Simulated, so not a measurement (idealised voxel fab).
Process module heading - voxel trench capacitor
Section cut is 285 nm wide and gridded with 5 nm square cells.
Reading order for cross-sections: top band down to bottom band. Underlying form: a grid of square cells. Band size: one or more rows of cells.
In this notation a band is specified by the heights of its top and bottom, in that order and in nm, after which its materials appear from left to right, each paired with its width in nm. The word "everywhere" attached to a single material means that material fills the band from edge to edge; the word "air" stands for empty space.
A quick word on heights: they are counted from 0, and under that level the wafer as it came to us is one material throughout. The lowest band is different from the rest in having no bottom; it simply continues downward, written as in "from 0 down".
Width: "30->40" (first number = top row, second number = bottom row, same change from row to row of cells).
"all unchanged", as given for a step, is the statement that not any cell of the cross-section underwent a change during that step.
Under "Sealed-off cavities" you'll find the enclosed gaps, the ones with no way out to the top, that are 8 cells or bigger; each reads width x height at distance, with distance counted from the left edge, everything in nm.
The remark found on a step's line after its settings is issued by the simulator itself and pertains to that step.
"overlay nm" answers the question of how far to the right of plan the mask lay on a step that has a mask, and when it is negative the answer is to the left.

**Listed below are the process steps as planned**
- 1: RECEIVE [material Si]
- 2: CONFORMAL_DEP [material SiN] [thk nm 10]
- 3: PATTERN [tone open] [mask id TRENCH] [material resist] [width nm 25] [pitch nm 55] [thk nm 20] [overlay nm 0]
- 4: DIRECTIONAL_ETCH [etch materials SiN] [depth nm 10]
- 5: DIRECTIONAL_ETCH [etch materials Si] [depth nm 40]
- 6: STRIP [etch materials resist]
- 7: CONFORMAL_DEP [material HfO2] [thk nm 5]
- 8: CONFORMAL_DEP [material TiN] [thk nm 5]
- 9: FILL_DEP [material W] [thk nm 10]
- 10: CMP [height nm 10]

**First of two wafers: run as planned**

**As-received state of the wafer in cross-section, equivalent to post-step 1**
* from 0 down | Si everywhere
* Sealed-off cavities: none

**How the wafer stands in section after step 2**
* from 10 to 0 | SiN everywhere
* Rest of section, below 0: as before.

**How the wafer stands in section after step 3**
* from 30 to 10 | resist (100); air (25); resist (30); air (25); resist (105)
* Rest of section, below 10: as before.

**How the wafer stands in section after step 4**
* from 30 to 10 | resist (100); air (25); resist (30); air (25); resist (105)
* from 10 to 0 | SiN (100); air (25); SiN (30); air (25); SiN (105)
* Rest of section, below 0: as before.

**How the wafer stands in section after step 5**
* from 30 to 10 | resist (100); air (25); resist (30); air (25); resist (105)
* from 10 to 0 | SiN (100); air (25); SiN (30); air (25); SiN (105)
* from 0 to -40 | Si (100); air (25); Si (30); air (25); Si (105)
* Rest of section, below -40: as before.

**How the wafer stands in section after step 6**
* from 10 to 0 | SiN (100); air (25); SiN (30); air (25); SiN (105)
* Rest of section, below 0: as before.

**How the wafer stands in section after step 7**
* from 15 to 10 | HfO2 (105); air (15); HfO2 (40); air (15); HfO2 (110)
* from 10 to 0 | SiN (100); HfO2 (5); air (15); HfO2 (5); SiN (30); HfO2 (5); air (15); HfO2 (5); SiN (105)
* from 0 to -35 | Si (100); HfO2 (5); air (15); HfO2 (5); Si (30); HfO2 (5); air (15); HfO2 (5); Si (105)
* from -35 to -40 | Si (100); HfO2 (25); Si (30); HfO2 (25); Si (105)
* Rest of section, below -40: as before.

**How the wafer stands in section after step 8**
* from 20 to 15 | TiN (110); air (5); TiN (50); air (5); TiN (115)
* from 15 to 10 | HfO2 (105); TiN (5); air (5); TiN (5); HfO2 (40); TiN (5); air (5); TiN (5); HfO2 (110)
* from 10 to 0 | SiN (100); HfO2 (5); TiN (5); air (5); TiN (5); HfO2 (5); SiN (30); HfO2 (5); TiN (5); air (5); TiN (5); HfO2 (5); SiN (105)
* from 0 to -30 | Si (100); HfO2 (5); TiN (5); air (5); TiN (5); HfO2 (5); Si (30); HfO2 (5); TiN (5); air (5); TiN (5); HfO2 (5); Si (105)
* from -30 to -35 | Si (100); HfO2 (5); TiN (15); HfO2 (5); Si (30); HfO2 (5); TiN (15); HfO2 (5); Si (105)
* Rest of section, below -35: as before.

**How the wafer stands in section after step 9**
* from 30 to 20 | W everywhere
* from 20 to 15 | TiN (110); W (5); TiN (50); W (5); TiN (115)
* from 15 to 10 | HfO2 (105); TiN (5); W (5); TiN (5); HfO2 (40); TiN (5); W (5); TiN (5); HfO2 (110)
* from 10 to 0 | SiN (100); HfO2 (5); TiN (5); W (5); TiN (5); HfO2 (5); SiN (30); HfO2 (5); TiN (5); W (5); TiN (5); HfO2 (5); SiN (105)
* from 0 to -30 | Si (100); HfO2 (5); TiN (5); W (5); TiN (5); HfO2 (5); Si (30); HfO2 (5); TiN (5); W (5); TiN (5); HfO2 (5); Si (105)
* Rest of section, below -30: as before.

**How the wafer stands in section after step 10**
* from 10 to 0 | SiN (100); HfO2 (5); TiN (5); W (5); TiN (5); HfO2 (5); SiN (30); HfO2 (5); TiN (5); W (5); TiN (5); HfO2 (5); SiN (105)
* Rest of section, below 0: as before.

**Second wafer - shared start and plan with the first - one error in running - same as the first up to step 2 inclusive**

**Cross-section, second wafer, at the end time the plan gives for step 3**
* from 30 to 10 | air (100); resist (25); air (30); resist (25); air (105)
* Rest of section, below 10: as before.

**Cross-section, second wafer, at the end time the plan gives for step 4**
* from 30 to 10 | air (100); resist (25); air (30); resist (25); air (105)
* from 10 to 0 | air (100); SiN (25); air (30); SiN (25); air (105)
* Rest of section, below 0: as before.

**Cross-section, second wafer, at the end time the plan gives for step 5**
* from 30 to 10 | air (100); resist (25); air (30); resist (25); air (105)
* from 10 to 0 | air (100); SiN (25); air (30); SiN (25); air (105)
* from 0 to -40 | air (100); Si (25); air (30); Si (25); air (105)
* Rest of section, below -40: as before.

**Cross-section, second wafer, at the end time the plan gives for step 6**
* from 10 to 0 | air (100); SiN (25); air (30); SiN (25); air (105)
* Rest of section, below 0: as before.

**Cross-section, second wafer, at the end time the plan gives for step 7**
* from 15 to 10 | air (95); HfO2 (35); air (20); HfO2 (35); air (100)
* from 10 to 0 | air (95); HfO2 (5); SiN (25); HfO2 (5); air (20); HfO2 (5); SiN (25); HfO2 (5); air (100)
* from 0 to -35 | air (95); HfO2 (5); Si (25); HfO2 (5); air (20); HfO2 (5); Si (25); HfO2 (5); air (100)
* from -35 to -40 | HfO2 (100); Si (25); HfO2 (30); Si (25); HfO2 (105)
* Rest of section, below -40: as before.

**Cross-section, second wafer, at the end time the plan gives for step 8**
* from 20 to 15 | air (90); TiN (45); air (10); TiN (45); air (95)
* from 15 to 10 | air (90); TiN (5); HfO2 (35); TiN (5); air (10); TiN (5); HfO2 (35); TiN (5); air (95)
* from 10 to 0 | air (90); TiN (5); HfO2 (5); SiN (25); HfO2 (5); TiN (5); air (10); TiN (5); HfO2 (5); SiN (25); HfO2 (5); TiN (5); air (95)
* from 0 to -30 | air (90); TiN (5); HfO2 (5); Si (25); HfO2 (5); TiN (5); air (10); TiN (5); HfO2 (5); Si (25); HfO2 (5); TiN (5); air (95)
* from -30 to -35 | TiN (95); HfO2 (5); Si (25); HfO2 (5); TiN (20); HfO2 (5); Si (25); HfO2 (5); TiN (100)
* Rest of section, below -35: as before.

**Cross-section, second wafer, at the end time the plan gives for step 9**
* from 30 to 20 | W everywhere
* from 20 to 15 | W (90); TiN (45); W (10); TiN (45); W (95)
* from 15 to 10 | W (90); TiN (5); HfO2 (35); TiN (5); W (10); TiN (5); HfO2 (35); TiN (5); W (95)
* from 10 to 0 | W (90); TiN (5); HfO2 (5); SiN (25); HfO2 (5); TiN (5); W (10); TiN (5); HfO2 (5); SiN (25); HfO2 (5); TiN (5); W (95)
* from 0 to -30 | W (90); TiN (5); HfO2 (5); Si (25); HfO2 (5); TiN (5); W (10); TiN (5); HfO2 (5); Si (25); HfO2 (5); TiN (5); W (95)
* Rest of section, below -30: as before.

**Cross-section, second wafer, at the end time the plan gives for step 10**
* from 10 to 0 | W (90); TiN (5); HfO2 (5); SiN (25); HfO2 (5); TiN (5); W (10); TiN (5); HfO2 (5); SiN (25); HfO2 (5); TiN (5); W (95)
* Rest of section, below 0: as before.
Deviation from plan: in deviation from the planned setting, step 3 was conducted as PATTERN [tone cover] [mask id TRENCH] [material resist] [width nm 25] [pitch nm 55] [thk nm 20] [overlay nm 0]
Upon completion, the second wafer contains, in terms of cells, a greater or smaller amount of certain materials than the first wafer: +37 HfO2; -296 Si; -74 SiN; +37 TiN; +296 W
